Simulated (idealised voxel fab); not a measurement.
A process module follows: voxel tone inversion.
The figure presents cross-section cut, which has a width of 180 nm and is divided into square cells with an edge length of 5 nm.
Think of the cross-section as a grid of square cells. We describe it in bands, top to bottom, and each band covers one or more rows of those cells. Band entry format. Leading values: height of top, height of bottom, nm. Remainder: materials in left-to-right order, each with its width in nm. Special words: "throughout" on a single material, which then fills the band edge to edge; "air", empty space. Below 0: as-received wafer, all one material; heights counted from there. Lowest band: no bottom, goes on down, written "0 -> down". A two-number width, for instance "30 to 40", indicates that the width is equal to the first number in the top row of the band and to the second number in the bottom row, and that it changes by a constant amount per row of cells. What does "nothing different" mean for a step? It means no cell of the cross-section changed in that step. For the entry "Enclosed voids", the listed items are empty spaces with no open way to the top whose size is 8 cells or more; each item follows the pattern width x height at distance, where distance is from the left edge and all three are in nm. Post-settings text on a step line: simulator's own remark regarding the step. overlay nm: for a step with a mask, the amount by which the mask lay right of where it was planned; a negative amount means left of it.

-- Planned step list for the process
| 1 | RECEIVE | material Si |
| 2 | CONFORMAL_DEP | material SiCN | thk nm 5 |
| 3 | DIRECTIONAL_DEP | material aC | thk nm 15 |
| 4 | PATTERN | tone cover | mask id POSTS | material resist | width nm 15 | pitch nm 45 | thk nm 25 | overlay nm 0 |
| 5 | DIRECTIONAL_ETCH | etch materials aC | depth nm 15 |
| 6 | STRIP | etch materials resist |
| 7 | FILL_DEP | material SiO2 | thk nm 10 |
| 8 | CMP | height nm 20 |
| 9 | STRIP | etch materials aC |

-- The first of a set of two wafers, run to plan

-- Wafer cross-section on receipt, i.e. after step 1
0 -> down  Si throughout
Enclosed voids: none

-- Sectional view: wafer, after step 2
5 -> 0  SiCN throughout
Below 0, the layers are the same as they were.

-- Sectional view: wafer, after step 3
20 -> 5  aC throughout
Below 5, the layers are the same as they were.

-- Sectional view: wafer, after step 4
45 -> 20  60 air / 15 resist / 30 air / 15 resist / 60 air
Below 20, the layers are the same as they were.

-- Sectional view: wafer, after step 5
30 -> 20  60 air / 15 resist / 30 air / 15 resist / 60 air
20 -> 5  60 air / 15 aC / 30 air / 15 aC / 60 air
Below 5, the layers are the same as they were.

-- Sectional view: wafer, after step 6
20 -> 5  60 air / 15 aC / 30 air / 15 aC / 60 air
Below 5, the layers are the same as they were.

-- Sectional view: wafer, after step 7
30 -> 20  SiO2 throughout
20 -> 5  60 SiO2 / 15 aC / 30 SiO2 / 15 aC / 60 SiO2
Below 5, the layers are the same as they were.

-- Sectional view: wafer, after step 8
20 -> 5  60 SiO2 / 15 aC / 30 SiO2 / 15 aC / 60 SiO2
Below 5, the layers are the same as they were.

-- Sectional view: wafer, after step 9
20 -> 5  60 SiO2 / 15 air / 30 SiO2 / 15 air / 60 SiO2
Below 5, the layers are the same as they were.

-- For the second wafer, take the first wafer's start and plan, then add one mistake made in running it; everything through step 1, that step included, is shared with the first

-- Look at the second wafer in cross-section at the time step 2 ought to have finished
15 -> 0  SiCN throughout
Below 0, the layers are the same as they were.

-- Look at the second wafer in cross-section at the time step 3 ought to have finished
30 -> 15  aC throughout
Below 15, the layers are the same as they were.

-- Look at the second wafer in cross-section at the time step 4 ought to have finished
55 -> 30  60 air / 15 resist / 30 air / 15 resist / 60 air
Below 30, the layers are the same as they were.

-- Look at the second wafer in cross-section at the time step 5 ought to have finished
40 -> 30  60 air / 15 resist / 30 air / 15 resist / 60 air
30 -> 15  60 air / 15 aC / 30 air / 15 aC / 60 air
Below 15, the layers are the same as they were.

-- Look at the second wafer in cross-section at the time step 6 ought to have finished
30 -> 15  60 air / 15 aC / 30 air / 15 aC / 60 air
Below 15, the layers are the same as they were.

-- Look at the second wafer in cross-section at the time step 7 ought to have finished
40 -> 30  SiO2 throughout
30 -> 15  60 SiO2 / 15 aC / 30 SiO2 / 15 aC / 60 SiO2
Below 15, the layers are the same as they were.

-- Look at the second wafer in cross-section at the time step 8 ought to have finished
20 -> 15  60 SiO2 / 15 aC / 30 SiO2 / 15 aC / 60 SiO2
Below 15, the layers are the same as they were.

-- Look at the second wafer in cross-section at the time step 9 ought to have finished
20 -> 15  60 SiO2 / 15 air / 30 SiO2 / 15 air / 60 SiO2
Below 15, the layers are the same as they were.
Which mistake was made when the wafer was run? the process deviated at step 2: the operation and settings actually run there were CONFORMAL_DEP | material SiCN | thk nm 15
Final comparison by cell count, materials where the second wafer has more or fewer than the first: 72 more of SiCN, 60 fewer of SiO2
